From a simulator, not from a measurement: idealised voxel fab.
voxel tone inversion: a process module
Cross-sectional view cut (width: 300 nm; square cell size: 5 nm).
Just so we're on the same page, the cross-sections are grids of square cells, and they're listed out in bands top to bottom, each band one or more rows deep.
Look at the band entry: it leads with the top's height and the bottom's height in nm. Then it lists the materials left to right, with a width in nm for each. The word "throughout" on a single material says that material fills the band edge to edge. The word "empty" is empty space.
Zero point of the height axis is 0; under it, received wafer = one material. Lowest band: continues down indefinitely, "0 and below".
Top row gets the first number, bottom row gets the second, and each row in between changes by the same step: that is how a band width like "30->40" works.
The cross-section has no changed cell in any step marked "nothing changed".
"Voids, sealed": sealed empty spaces, 8 cells or more, no open way to top, listed width x height at distance, with distance from the left edge and width, height and distance in nm.
That trailing text on a step's line, after the settings, is the simulator's own remark on the step.
The line of a step may include "overlay nm". On a step with a mask, this value is how far to the right of its planned place the mask lay. A negative value means the mask lay to the left.
Read each pair as before and after one process step. The after cross-section shows only down to the lowest band that changed. The step between them and its settings are given below the pair. Pairs can come from different runs of this module on the same starting wafer. A pair continues from the pair above only where its "Before processing" entry says so.
Before processing
> 0 and below  Si throughout
> Voids, sealed: none
Section, Post-Step
> 10 down to 0  SiCN throughout
> Nothing below the height 0 has changed.
> Voids, sealed: none
So what happens between those two cross-sections up there? CONFORMAL_DEP | material SiCN | thk nm 10
Before processing: Please consult the pair immediately above; the cross-section it shows after its step is the state before this step.
Section, Post-Step
> 25 down to 10  polySi throughout
> Nothing below the height 10 has changed.
> Voids, sealed: none
So what happens between those two cross-sections up there? DIRECTIONAL_DEP | material polySi | thk nm 15
Before processing: Please consult the pair immediately above; the cross-section it shows after its step is the state before this step.
Section, Post-Step
> 45 down to 25  empty (85); resist (20); empty (15); resist (20); empty (15); resist (20); empty (15); resist (20); empty (90)
> Nothing below the height 25 has changed.
> Voids, sealed: none
So what happens between those two cross-sections up there? PATTERN | tone cover | mask id POSTS | material resist | width nm 20 | pitch nm 35 | thk nm 20 | overlay nm 0
Before processing: Please consult the pair immediately above; the cross-section it shows after its step is the state before this step.
Section, Post-Step
> 45 down to 25  empty (85); resist (20); empty (15); resist (20); empty (15); resist (20); empty (15); resist (20); empty (90)
> 25 down to 10  empty (85); polySi (20); empty (15); polySi (20); empty (15); polySi (20); empty (15); polySi (20); empty (90)
> Nothing below the height 10 has changed.
> Voids, sealed: none
So what happens between those two cross-sections up there? DIRECTIONAL_ETCH | etch materials polySi | depth nm 15
Before processing: Please consult the pair immediately above; the cross-section it shows after its step is the state before this step.
Section, Post-Step
> 25 down to 10  empty (85); polySi (20); empty (15); polySi (20); empty (15); polySi (20); empty (15); polySi (20); empty (90)
> Nothing below the height 10 has changed.
> Voids, sealed: none
So what happens between those two cross-sections up there? STRIP | etch materials resist
Before processing: Please consult the pair immediately above; the cross-section it shows after its step is the state before this step.
Section, Post-Step
> 30 down to 25  lowk throughout
> 25 down to 10  lowk (85); polySi (20); lowk (15); polySi (20); lowk (15); polySi (20); lowk (15); polySi (20); lowk (90)
> Nothing below the height 10 has changed.
> Voids, sealed: none
So what happens between those two cross-sections up there? FILL_DEP | material lowk | thk nm 5
Before processing: Please consult the pair immediately above; the cross-section it shows after its step is the state before this step.
Section, Post-Step
> 25 down to 10  lowk (85); polySi (20); lowk (15); polySi (20); lowk (15); polySi (20); lowk (15); polySi (20); lowk (90)
> Nothing below the height 10 has changed.
> Voids, sealed: none
So what happens between those two cross-sections up there? CMP | height nm 25
Before processing: Please consult the pair immediately above; the cross-section it shows after its step is the state before this step.
Section, Post-Step
> 25 down to 10  lowk (85); empty (20); lowk (15); empty (20); lowk (15); empty (20); lowk (15); empty (20); lowk (90)
> Nothing below the height 10 has changed.
> Voids, sealed: none
So what happens between those two cross-sections up there? STRIP | etch materials polySi
Before processing
> 0 and below  Si throughout
> Voids, sealed: none
Section, Post-Step
> 15 down to 0  polySi throughout
> Nothing below the height 0 has changed.
> Voids, sealed: none
So what happens between those two cross-sections up there? DIRECTIONAL_DEP | material polySi | thk nm 15
Before processing: Please consult the pair immediately above; the cross-section it shows after its step is the state before this step.
Section, Post-Step
> 25 down to 15  SiCN throughout
> Nothing below the height 15 has changed.
> Voids, sealed: none
So what happens between those two cross-sections up there? CONFORMAL_DEP | material SiCN | thk nm 10
Before processing: Please consult the pair immediately above; the cross-section it shows after its step is the state before this step.
Section, Post-Step
> 45 down to 25  empty (85); resist (20); empty (15); resist (20); empty (15); resist (20); empty (15); resist (20); empty (90)
> Nothing below the height 25 has changed.
> Voids, sealed: none
So what happens between those two cross-sections up there? PATTERN | tone cover | mask id POSTS | material resist | width nm 20 | pitch nm 35 | thk nm 20 | overlay nm 0
Before processing: Please consult the pair immediately above; the cross-section it shows after its step is the state before this step.
Section, Post-Step
> 25 down to 15  SiCN throughout
> Nothing below the height 15 has changed.
> Voids, sealed: none
So what happens between those two cross-sections up there? STRIP | etch materials resist
Before processing: Please consult the pair immediately above; the cross-section it shows after its step is the state before this step.
Section, Post-Step
> 30 down to 25  lowk throughout
> Nothing below the height 25 has changed.
> Voids, sealed: none
So what happens between those two cross-sections up there? FILL_DEP | material lowk | thk nm 5
Before processing: Please consult the pair immediately above; the cross-section it shows after its step is the state before this step.
Section, Post-Step
> 25 down to 15  SiCN throughout
> Nothing below the height 15 has changed.
> Voids, sealed: none
So what happens between those two cross-sections up there? CMP | height nm 25
Before processing
> 30 down to 25  lowk throughout
> 25 down to 10  lowk (85); polySi (20); lowk (15); polySi (20); lowk (15); polySi (20); lowk (15); polySi (20); lowk (90)
> 10 down to 0  SiCN throughout
> 0 and below  Si throughout
> Voids, sealed: none
Section, Post-Step
> 15 down to 10  lowk (85); polySi (20); lowk (15); polySi (20); lowk (15); polySi (20); lowk (15); polySi (20); lowk (90)
> Nothing below the height 10 has changed.
> Voids, sealed: none
So what happens between those two cross-sections up there? CMP | height nm 15
Before processing: Please consult the pair immediately above; the cross-section it shows after its step is the state before this step.
Section, Post-Step
> 15 down to 10  lowk (85); empty (20); lowk (15); empty (20); lowk (15); empty (20); lowk (15); empty (20); lowk (90)
> Nothing below the height 10 has changed.
> Voids, sealed: none
So what happens between those two cross-sections up there? STRIP | etch materials polySi
Before processing
> 25 down to 10  polySi throughout
> 10 down to 0  SiCN throughout
> 0 and below  Si throughout
> Voids, sealed: none
Section, Post-Step
> 45 down to 25  empty (90); resist (15); empty (20); resist (15); empty (20); resist (15); empty (20); resist (15); empty (90)
> Nothing below the height 25 has changed.
> Voids, sealed: none
So what happens between those two cross-sections up there? PATTERN | tone cover | mask id POSTS | material resist | width nm 15 | pitch nm 35 | thk nm 20 | overlay nm 0
Before processing: Please consult the pair immediately above; the cross-section it shows after its step is the state before this step.
Section, Post-Step
> 45 down to 25  empty (90); resist (15); empty (20); resist (15); empty (20); resist (15); empty (20); resist (15); empty (90)
> 25 down to 10  empty (90); polySi (15); empty (20); polySi (15); empty (20); polySi (15); empty (20); polySi (15); empty (90)
> Nothing below the height 10 has changed.
> Voids, sealed: none
So what happens between those two cross-sections up there? DIRECTIONAL_ETCH | etch materials polySi | depth nm 15
Before processing: Please consult the pair immediately above; the cross-section it shows after its step is the state before this step.
Section, Post-Step
> 25 down to 10  empty (90); polySi (15); empty (20); polySi (15); empty (20); polySi (15); empty (20); polySi (15); empty (90)
> Nothing below the height 10 has changed.
> Voids, sealed: none
So what happens between those two cross-sections up there? STRIP | etch materials resist
Before processing: Please consult the pair immediately above; the cross-section it shows after its step is the state before this step.
Section, Post-Step
> 30 down to 25  lowk throughout
> 25 down to 10  lowk (90); polySi (15); lowk (20); polySi (15); lowk (20); polySi (15); lowk (20); polySi (15); lowk (90)
> Nothing below the height 10 has changed.
> Voids, sealed: none
So what happens between those two cross-sections up there? FILL_DEP | material lowk | thk nm 5
Before processing: Please consult the pair immediately above; the cross-section it shows after its step is the state before this step.
Section, Post-Step
> 25 down to 10  lowk (90); polySi (15); lowk (20); polySi (15); lowk (20); polySi (15); lowk (20); polySi (15); lowk (90)
> Nothing below the height 10 has changed.
> Voids, sealed: none
So what happens between those two cross-sections up there? CMP | height nm 25
Before processing: Please consult the pair immediately above; the cross-section it shows after its step is the state before this step.
Section, Post-Step
> 25 down to 10  lowk (90); empty (15); lowk (20); empty (15); lowk (20); empty (15); lowk (20); empty (15); lowk (90)
> Nothing below the height 10 has changed.
> Voids, sealed: none
So what happens between those two cross-sections up there? STRIP | etch materials polySi
Before processing
> 25 down to 10  polySi throughout
> 10 down to 0  SiCN throughout
> 0 and below  Si throughout
> Voids, sealed: none
Section, Post-Step
> 45 down to 25  empty (80); resist (20); empty (15); resist (20); empty (15); resist (20); empty (15); resist (20); empty (95)
> Nothing below the height 25 has changed.
> Voids, sealed: none
So what happens between those two cross-sections up there? PATTERN | tone cover | mask id POSTS | material resist | width nm 20 | pitch nm 35 | thk nm 20 | overlay nm -5
Before processing: Please consult the pair immediately above; the cross-section it shows after its step is the state before this step.
Section, Post-Step
> 45 down to 25  empty (80); resist (20); empty (15); resist (20); empty (15); resist (20); empty (15); resist (20); empty (95)
> 25 down to 10  empty (80); polySi (20); empty (15); polySi (20); empty (15); polySi (20); empty (15); polySi (20); empty (95)
> Nothing below the height 10 has changed.
> Voids, sealed: none
So what happens between those two cross-sections up there? DIRECTIONAL_ETCH | etch materials polySi | depth nm 15
Before processing: Please consult the pair immediately above; the cross-section it shows after its step is the state before this step.
Section, Post-Step
> 25 down to 10  empty (80); polySi (20); empty (15); polySi (20); empty (15); polySi (20); empty (15); polySi (20); empty (95)
> Nothing below the height 10 has changed.
> Voids, sealed: none
So what happens between those two cross-sections up there? STRIP | etch materials resist
Before processing: Please consult the pair immediately above; the cross-section it shows after its step is the state before this step.
Section, Post-Step
> 30 down to 25  lowk throughout
> 25 down to 10  lowk (80); polySi (20); lowk (15); polySi (20); lowk (15); polySi (20); lowk (15); polySi (20); lowk (95)
> Nothing below the height 10 has changed.
> Voids, sealed: none
So what happens between those two cross-sections up there? FILL_DEP | material lowk | thk nm 5
Before processing: Please consult the pair immediately above; the cross-section it shows after its step is the state before this step.
Section, Post-Step
> 25 down to 10  lowk (80); polySi (20); lowk (15); polySi (20); lowk (15); polySi (20); lowk (15); polySi (20); lowk (95)
> Nothing below the height 10 has changed.
> Voids, sealed: none
So what happens between those two cross-sections up there? CMP | height nm 25
Before processing: Please consult the pair immediately above; the cross-section it shows after its step is the state before this step.
Section, Post-Step
> 25 down to 10  lowk (80); empty (20); lowk (15); empty (20); lowk (15); empty (20); lowk (15); empty (20); lowk (95)
> Nothing below the height 10 has changed.
> Voids, sealed: none
So what happens between those two cross-sections up there? STRIP | etch materials polySi
Before processing
> 10 down to 0  SiCN throughout
> 0 and below  Si throughout
> Voids, sealed: none
Section, Post-Step
> 25 down to 10  lowk throughout
> Nothing below the height 10 has changed.
> Voids, sealed: none
So what happens between those two cross-sections up there? DIRECTIONAL_DEP | material lowk | thk nm 15
Before processing: Please consult the pair immediately above; the cross-section it shows after its step is the state before this step.
Section, Post-Step
> 45 down to 25  empty (85); resist (20); empty (15); resist (20); empty (15); resist (20); empty (15); resist (20); empty (90)
> Nothing below the height 25 has changed.
> Voids, sealed: none
So what happens between those two cross-sections up there? PATTERN | tone cover | mask id POSTS | material resist | width nm 20 | pitch nm 35 | thk nm 20 | overlay nm 0
Before processing: Please consult the pair immediately above; the cross-section it shows after its step is the state before this step.
Section, Post-Step
> 25 down to 10  lowk throughout
> Nothing below the height 10 has changed.
> Voids, sealed: none
So what happens between those two cross-sections up there? STRIP | etch materials resist
Before processing: Please consult the pair immediately above; the cross-section it shows after its step is the state before this step.
Section, Post-Step
> 30 down to 10  lowk throughout
> Nothing below the height 10 has changed.
> Voids, sealed: none
So what happens between those two cross-sections up there? FILL_DEP | material lowk | thk nm 5
Before processing: Please consult the pair immediately above; the cross-section it shows after its step is the state before this step.
Section, Post-Step
> 25 down to 10  lowk throughout
> Nothing below the height 10 has changed.
> Voids, sealed: none
So what happens between those two cross-sections up there? CMP | height nm 25
Before processing
> 25 down to 10  polySi throughout
> 10 down to 0  SiCN throughout
> 0 and below  Si throughout
> Voids, sealed: none
Section, Post-Step
> 45 down to 25  resist (85); empty (20); resist (15); empty (20); resist (15); empty (20); resist (15); empty (20); resist (90)
> Nothing below the height 25 has changed.
> Voids, sealed: none
So what happens between those two cross-sections up there? PATTERN | tone open | mask id POSTS | material resist | width nm 20 | pitch nm 35 | thk nm 20 | overlay nm 0
Before processing: Please consult the pair immediately above; the cross-section it shows after its step is the state before this step.
Section, Post-Step
> 45 down to 25  resist (85); empty (20); resist (15); empty (20); resist (15); empty (20); resist (15); empty (20); resist (90)
> 25 down to 10  polySi (85); empty (20); polySi (15); empty (20); polySi (15); empty (20); polySi (15); empty (20); polySi (90)
> Nothing below the height 10 has changed.
> Voids, sealed: none
So what happens between those two cross-sections up there? DIRECTIONAL_ETCH | etch materials polySi | depth nm 15
Before processing: Please consult the pair immediately above; the cross-section it shows after its step is the state before this step.
Section, Post-Step
> 25 down to 10  polySi (85); empty (20); polySi (15); empty (20); polySi (15); empty (20); polySi (15); empty (20); polySi (90)
> Nothing below the height 10 has changed.
> Voids, sealed: none
So what happens between those two cross-sections up there? STRIP | etch materials resist
Before processing: Please consult the pair immediately above; the cross-section it shows after its step is the state before this step.
Section, Post-Step
> 30 down to 25  lowk throughout
> 25 down to 10  polySi (85); lowk (20); polySi (15); lowk (20); polySi (15); lowk (20); polySi (15); lowk (20); polySi (90)
> Nothing below the height 10 has changed.
> Voids, sealed: none
So what happens between those two cross-sections up there? FILL_DEP | material lowk | thk nm 5
Before processing: Please consult the pair immediately above; the cross-section it shows after its step is the state before this step.
Section, Post-Step
> 25 down to 10  polySi (85); lowk (20); polySi (15); lowk (20); polySi (15); lowk (20); polySi (15); lowk (20); polySi (90)
> Nothing below the height 10 has changed.
> Voids, sealed: none
So what happens between those two cross-sections up there? CMP | height nm 25
Before processing: Please consult the pair immediately above; the cross-section it shows after its step is the state before this step.
Section, Post-Step
> 25 down to 10  empty (85); lowk (20); empty (15); lowk (20); empty (15); lowk (20); empty (15); lowk (20); empty (90)
> Nothing below the height 10 has changed.
> Voids, sealed: none
So what happens between those two cross-sections up there? STRIP | etch materials polySi
